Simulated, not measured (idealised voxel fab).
Process module, titled voxel self aligned contacts
For reference, the cross-section in this document is cut, with width 230 nm and square cells of 5 nm.
How to read a cross-section here: the picture is a grid of square cells, written as bands going from the top down, and any band can span one or more rows of cells. This entry defines a band. It first specifies the height of the band's top and the height of its bottom in nm, and then specifies the band's materials from left to right, stating each material with its width in nm. The word "edge to edge" identifies a single material that fills the band from edge to edge, while the word "empty" identifies empty space. Height is counted from the level 0, under which the received wafer is composed throughout of one material. The lowest of the bands is not closed at the bottom but continues downward, in the notation "0..down". Width: "30 to 40" (first number = top row, second number = bottom row, same change from row to row of cells). "no alterations made" (step): cross-section cells unchanged, all of them. Entry "Voids lacking openings". Content: empty spaces with no open connection to the top, size 8 cells or greater. Each: width x height at distance. Distance: from left edge. Unit: nm. Note: text after step settings on the step line = simulator remark on that step. For masked steps, "overlay nm" on the step line gives how far right of plan the mask actually lay; a minus sign means it lay to the left.

These are the steps we planned for the process:
1) RECEIVE,material Si
2) CONFORMAL_DEP,material SiO2,thk nm 5
3) DIRECTIONAL_DEP,material polySi,thk nm 20
4) DIRECTIONAL_DEP,material SiN,thk nm 15
5) DIRECTIONAL_DEP,material aC,thk nm 15
6) PATTERN,tone cover,mask id GATE,material resist,width nm 25,pitch nm 50,thk nm 30,overlay nm 0
7) DIRECTIONAL_ETCH,etch materials aC,depth nm 15
8) STRIP,etch materials resist
9) DIRECTIONAL_ETCH,etch materials SiN,depth nm 15
10) DIRECTIONAL_ETCH,etch materials polySi,depth nm 20
11) STRIP,etch materials aC
12) CONFORMAL_DEP,material SiN,thk nm 5
13) DIRECTIONAL_ETCH,etch materials SiN,depth nm 5
14) FILL_DEP,material SiO2,thk nm 15
15) CMP,height nm 50
16) PATTERN,tone open,mask id CONTACT,material resist,width nm 35,thk nm 15,overlay nm 0
17) DIRECTIONAL_ETCH,etch materials SiO2,depth nm 50
18) STRIP,etch materials resist
19) CONFORMAL_DEP,material TiN,thk nm 5
20) FILL_DEP,material Ru,thk nm 10
21) CMP,height nm 50
22) CONFORMAL_DEP,material SiN,thk nm 5

First of two wafers - as planned:

Incoming wafer, cross-sectional view, post step 1:
  0..down = Si edge to edge
  Voids lacking openings: none

Sectional view: wafer, after step 2:
  5..0 = SiO2 edge to edge
  Unchanged below 0.

Sectional view: wafer, after step 3:
  25..5 = polySi edge to edge
  Unchanged below 5.

Sectional view: wafer, after step 4:
  40..25 = SiN edge to edge
  Unchanged below 25.

Sectional view: wafer, after step 5:
  55..40 = aC edge to edge
  Unchanged below 40.

Sectional view: wafer, after step 6:
  85..55 = empty (75)  resist (25)  empty (25)  resist (25)  empty (80)
  Unchanged below 55.

Sectional view: wafer, after step 7:
  70..55 = empty (75)  resist (25)  empty (25)  resist (25)  empty (80)
  55..40 = empty (75)  aC (25)  empty (25)  aC (25)  empty (80)
  Unchanged below 40.

Sectional view: wafer, after step 8:
  55..40 = empty (75)  aC (25)  empty (25)  aC (25)  empty (80)
  Unchanged below 40.

Sectional view: wafer, after step 9:
  55..40 = empty (75)  aC (25)  empty (25)  aC (25)  empty (80)
  40..25 = empty (75)  SiN (25)  empty (25)  SiN (25)  empty (80)
  Unchanged below 25.

Sectional view: wafer, after step 10:
  55..40 = empty (75)  aC (25)  empty (25)  aC (25)  empty (80)
  40..25 = empty (75)  SiN (25)  empty (25)  SiN (25)  empty (80)
  25..5 = empty (75)  polySi (25)  empty (25)  polySi (25)  empty (80)
  Unchanged below 5.

Sectional view: wafer, after step 11:
  40..25 = empty (75)  SiN (25)  empty (25)  SiN (25)  empty (80)
  Unchanged below 25.

Sectional view: wafer, after step 12:
  45..25 = empty (70)  SiN (35)  empty (15)  SiN (35)  empty (75)
  25..10 = empty (70)  SiN (5)  polySi (25)  SiN (5)  empty (15)  SiN (5)  polySi (25)  SiN (5)  empty (75)
  10..5 = SiN (75)  polySi (25)  SiN (25)  polySi (25)  SiN (80)
  Unchanged below 5.

Sectional view: wafer, after step 13:
  40..25 = empty (70)  SiN (35)  empty (15)  SiN (35)  empty (75)
  25..5 = empty (70)  SiN (5)  polySi (25)  SiN (5)  empty (15)  SiN (5)  polySi (25)  SiN (5)  empty (75)
  Unchanged below 5.

Sectional view: wafer, after step 14:
  55..40 = SiO2 edge to edge
  40..25 = SiO2 (70)  SiN (35)  SiO2 (15)  SiN (35)  SiO2 (75)
  25..5 = SiO2 (70)  SiN (5)  polySi (25)  SiN (5)  SiO2 (15)  SiN (5)  polySi (25)  SiN (5)  SiO2 (75)
  Unchanged below 5.

Sectional view: wafer, after step 15:
  50..40 = SiO2 edge to edge
  Unchanged below 40.

Sectional view: wafer, after step 16:
  65..50 = resist (95)  empty (35)  resist (100)
  Unchanged below 50.

Sectional view: wafer, after step 17:
  65..50 = resist (95)  empty (35)  resist (100)
  50..40 = SiO2 (95)  empty (35)  SiO2 (100)
  40..25 = SiO2 (70)  SiN (35)  empty (15)  SiN (35)  SiO2 (75)
  25..5 = SiO2 (70)  SiN (5)  polySi (25)  SiN (5)  empty (15)  SiN (5)  polySi (25)  SiN (5)  SiO2 (75)
  5..0 = SiO2 (105)  empty (15)  SiO2 (110)
  Unchanged below 0.

Sectional view: wafer, after step 18:
  50..40 = SiO2 (95)  empty (35)  SiO2 (100)
  Unchanged below 40.

Sectional view: wafer, after step 19:
  55..50 = TiN (100)  empty (25)  TiN (105)
  50..40 = SiO2 (95)  TiN (5 to 15)  empty (25 to 5)  TiN (5 to 15)  SiO2 (100)
  40..25 = SiO2 (70)  SiN (35)  TiN (5)  empty (5)  TiN (5)  SiN (35)  SiO2 (75)
  25..5 = SiO2 (70)  SiN (5)  polySi (25)  SiN (5)  TiN (5)  empty (5)  TiN (5)  SiN (5)  polySi (25)  SiN (5)  SiO2 (75)
  5..0 = SiO2 (105)  TiN (15)  SiO2 (110)
  Unchanged below 0.

Sectional view: wafer, after step 20:
  65..55 = Ru edge to edge
  55..50 = TiN (100)  Ru (25)  TiN (105)
  50..40 = SiO2 (95)  TiN (5 to 15)  Ru (25 to 5)  TiN (5 to 15)  SiO2 (100)
  40..25 = SiO2 (70)  SiN (35)  TiN (5)  Ru (5)  TiN (5)  SiN (35)  SiO2 (75)
  25..5 = SiO2 (70)  SiN (5)  polySi (25)  SiN (5)  TiN (5)  Ru (5)  TiN (5)  SiN (5)  polySi (25)  SiN (5)  SiO2 (75)
  Unchanged below 5.

Sectional view: wafer, after step 21:
  50..40 = SiO2 (95)  TiN (5 to 15)  Ru (25 to 5)  TiN (5 to 15)  SiO2 (100)
  Unchanged below 40.

Sectional view: wafer, after step 22:
  55..50 = SiN edge to edge
  Unchanged below 50.

Second wafer, same starting state and plan as the first, one mistake in the run, identical through step 3:

What the second wafer looks like in cross-section when step 4 should have wrapped up:
  40..25 = Ru edge to edge
  Unchanged below 25.

What the second wafer looks like in cross-section when step 5 should have wrapped up:
  55..40 = aC edge to edge
  Unchanged below 40.

What the second wafer looks like in cross-section when step 6 should have wrapped up:
  85..55 = empty (75)  resist (25)  empty (25)  resist (25)  empty (80)
  Unchanged below 55.

What the second wafer looks like in cross-section when step 7 should have wrapped up:
  70..55 = empty (75)  resist (25)  empty (25)  resist (25)  empty (80)
  55..40 = empty (75)  aC (25)  empty (25)  aC (25)  empty (80)
  Unchanged below 40.

What the second wafer looks like in cross-section when step 8 should have wrapped up:
  55..40 = empty (75)  aC (25)  empty (25)  aC (25)  empty (80)
  Unchanged below 40.

What the second wafer looks like in cross-section when step 9 should have wrapped up: no alterations made

What the second wafer looks like in cross-section when step 10 should have wrapped up: no alterations made

What the second wafer looks like in cross-section when step 11 should have wrapped up:
  40..25 = Ru edge to edge
  Unchanged below 25.

What the second wafer looks like in cross-section when step 12 should have wrapped up:
  45..40 = SiN edge to edge
  Unchanged below 40.

What the second wafer looks like in cross-section when step 13 should have wrapped up:
  40..25 = Ru edge to edge
  Unchanged below 25.

What the second wafer looks like in cross-section when step 14 should have wrapped up:
  55..40 = SiO2 edge to edge
  Unchanged below 40.

What the second wafer looks like in cross-section when step 15 should have wrapped up:
  50..40 = SiO2 edge to edge
  Unchanged below 40.

What the second wafer looks like in cross-section when step 16 should have wrapped up:
  65..50 = resist (95)  empty (35)  resist (100)
  Unchanged below 50.

What the second wafer looks like in cross-section when step 17 should have wrapped up:
  65..50 = resist (95)  empty (35)  resist (100)
  50..40 = SiO2 (95)  empty (35)  SiO2 (100)
  Unchanged below 40.

What the second wafer looks like in cross-section when step 18 should have wrapped up:
  50..40 = SiO2 (95)  empty (35)  SiO2 (100)
  Unchanged below 40.

What the second wafer looks like in cross-section when step 19 should have wrapped up:
  55..50 = TiN (100)  empty (25)  TiN (105)
  50..45 = SiO2 (95)  TiN (5)  empty (25)  TiN (5)  SiO2 (100)
  45..40 = SiO2 (95)  TiN (35)  SiO2 (100)
  Unchanged below 40.

What the second wafer looks like in cross-section when step 20 should have wrapped up:
  65..55 = Ru edge to edge
  55..50 = TiN (100)  Ru (25)  TiN (105)
  50..45 = SiO2 (95)  TiN (5)  Ru (25)  TiN (5)  SiO2 (100)
  Unchanged below 45.

What the second wafer looks like in cross-section when step 21 should have wrapped up:
  50..45 = SiO2 (95)  TiN (5)  Ru (25)  TiN (5)  SiO2 (100)
  Unchanged below 45.

What the second wafer looks like in cross-section when step 22 should have wrapped up:
  55..50 = SiN edge to edge
  Unchanged below 50.
Want to know what went wrong? step 4 changed vs plan, executed as DIRECTIONAL_DEP,material Ru,thk nm 15
Once processing is complete, comparing cell counts shows that the second wafer has more or fewer of certain materials than the first: Ru +130, SiN -58, SiO2 -200, TiN -16, polySi +144
